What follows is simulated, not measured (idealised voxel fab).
Module name: voxel released beams (process module)
Section cut is 225 nm wide and gridded with 5 nm square cells.
Bands, listed from the top down, are how a cross-section gets written in this document; the cross-section itself is a grid of square cells, and a band is one or more rows of them.
The entry gives the band's vertical extent as a top height and a bottom height in nm, then its horizontal make-up as materials from left to right, each with a width in nm. "blank" stands for empty space; a single material marked "all across" fills the band edge to edge.
Heights are reckoned from 0. Under this level, the received wafer is all of one material. The bottommost band is open-ended downward, for example "top 0, no bottom".
A width given as "30..40" starts at the first number in the band's top row and ends at the second number in its bottom row, shifting by an equal amount at every step from row to row.
No cell of the cross-section changed in a step that is given as "nothing was modified".
Closed-off voids of 8+ cells (no open route to the top) go in "Unvented voids", written width x height at distance from the left edge, in nm.
On each step's line, the part that comes after the settings is the simulator's own comment on the step.
The line of a step may include "overlay nm". On a step with a mask, this value is how far to the right of its planned place the mask lay. A negative value means the mask lay to the left.
## Steps in the process plan
| 1 | RECEIVE (material Si) |
| 2 | CONFORMAL_DEP (material Al2O3; thk nm 5) |
| 3 | DIRECTIONAL_DEP (material SiO2; thk nm 20) |
| 4 | MASKED_ETCH (tone open; mask id ANCHOR; width nm 40; etch materials SiO2; depth nm 20; overlay nm 0) |
| 5 | CONFORMAL_DEP (material SiN; thk nm 15) |
| 6 | MASKED_ETCH (tone cover; mask id BEAM; width nm 120; etch materials SiN; depth nm 15; overlay nm 0) |
| 7 | STRIP (etch materials SiO2) |
## Delivered wafer in cross-section: state after step 1
top 0, no bottom  Si all across
Unvented voids: none
## Run as planned - first of the two wafers cross-sectioned at the end of the module
top 40, bottom 25  blank 50; SiN 20; blank 10; SiN 90; blank 55
top 25, bottom 20  blank 55; SiN 15; blank 10; SiN 15; blank 130
top 20, bottom 5  blank 55; SiN 40; blank 130
top 5, bottom 0  Al2O3 all across
top 0, no bottom  Si all across
Unvented voids: none
## Cross-section, wafer two of two, end of module: same start and plan as wafer one, one error in execution
top 40, bottom 25  blank 50; SiN 120; blank 55
top 25, bottom 20  Al2O3 all across
top 20, bottom 0  SiO2 all across
top 0, no bottom  Si all across
Unvented voids: none
What was the processing mistake? transposition of steps 2 and 3 relative to the planned sequence
Wrapping up, a cell-based count of both wafers puts the second over or under the first for these materials: -24 SiN; +180 SiO2
